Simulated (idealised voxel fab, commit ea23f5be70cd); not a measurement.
Process module under the name voxel ribs on slabs
Cross-section cut: width 275 nm, square cells of 5 nm.
In what follows, cross-sections appear as grids of square cells, described through bands that run from the top down, where every band is one or more rows of cells.
Band entry format. Leading values: height of top, height of bottom, nm. Remainder: materials in left-to-right order, each with its width in nm. Special words: "everywhere" on a single material, which then fills the band edge to edge; "blank", empty space.
Below 0: as-received wafer, all one material; heights counted from there. Lowest band: no bottom, goes on down, written "0 -> down".
Read "30->40" as a graded width: first number on top, second number at the bottom, same change between each pair of neighbouring rows.
Basically "everything unchanged" means that step didn't change any cell in the cross-section.
Closed-off voids of 8+ cells (no open route to the top) go in "Voids, fully enclosed", written width x height at distance from the left edge, in nm.
Formally, on a step line, whatever follows the settings is a remark that the simulator itself makes on the step.
overlay nm: how far to the right of its planned place the mask lay on this masked step (negative: to the left).

So here's the lineup of process steps we planned:
| 1 | RECEIVE | material Si |
| 2 | DIRECTIONAL_DEP | material SiO2 | thk nm 20 |
| 3 | DIRECTIONAL_DEP | material SiN | thk nm 15 |
| 4 | PATTERN | tone cover | mask id RIB | material resist | width nm 25 | thk nm 20 | overlay nm 0 |
| 5 | DIRECTIONAL_ETCH | etch materials SiN | depth nm 10 |
| 6 | STRIP | etch materials resist |
| 7 | DIRECTIONAL_DEP | material aC | thk nm 10 |
| 8 | PATTERN | tone cover | mask id SLAB | material resist | width nm 75 | thk nm 25 | overlay nm 0 |
| 9 | DIRECTIONAL_ETCH | etch materials aC | depth nm 10 |
| 10 | STRIP | etch materials resist |
| 11 | DIRECTIONAL_ETCH | etch materials SiN | depth nm 5 |
| 12 | STRIP | etch materials aC |
| 13 | FILL_DEP | material SiO2 | thk nm 30 |
| 14 | CMP | height nm 55 |
| 15 | DIRECTIONAL_DEP | material TiN | thk nm 10 |
| 16 | PATTERN | tone cover | mask id HEATER | material resist | width nm 35 | thk nm 15 | overlay nm 0 |
| 17 | DIRECTIONAL_ETCH | etch materials TiN | depth nm 10 |
| 18 | STRIP | etch materials resist |
| 19 | CONFORMAL_DEP | material SiN | thk nm 5 |

So this is the incoming wafer in cross-section - it's already been through step 1:
> 0 -> down: Si everywhere
> Voids, fully enclosed: none

End-of-module cross-section of the first of two wafers, processed as planned:
> 70 -> 65: blank 115 nm  SiN 45 nm  blank 115 nm
> 65 -> 60: blank 115 nm  SiN 5 nm  TiN 35 nm  SiN 5 nm  blank 115 nm
> 60 -> 55: SiN 120 nm  TiN 35 nm  SiN 120 nm
> 55 -> 35: SiO2 everywhere
> 35 -> 25: SiO2 125 nm  SiN 25 nm  SiO2 125 nm
> 25 -> 20: SiO2 100 nm  SiN 75 nm  SiO2 100 nm
> 20 -> 0: SiO2 everywhere
> 0 -> down: Si everywhere
> Voids, fully enclosed: none

Cross-sectional image of the second wafer of the two following completion of the module. Starting state and process plan were the same as for the first wafer; one execution error occurred:
> 70 -> 65: blank 115 nm  SiN 45 nm  blank 115 nm
> 65 -> 60: blank 115 nm  SiN 5 nm  TiN 35 nm  SiN 5 nm  blank 115 nm
> 60 -> 55: SiN 120 nm  TiN 35 nm  SiN 120 nm
> 55 -> 30: SiO2 everywhere
> 30 -> 25: SiO2 125 nm  SiN 25 nm  SiO2 125 nm
> 25 -> 20: SiN 100 nm  SiO2 25 nm  SiN 25 nm  SiO2 25 nm  SiN 100 nm
> 20 -> 0: SiO2 everywhere
> 0 -> down: Si everywhere
> Voids, fully enclosed: none
Here's what went sideways: planned and actual differ for step 8; actual: PATTERN | tone open | mask id SLAB | material resist | width nm 75 | thk nm 25 | overlay nm 0
At the finish, the second wafer shows more or fewer cells for some materials than the first does: SiN: 25 more; SiO2: 25 fewer
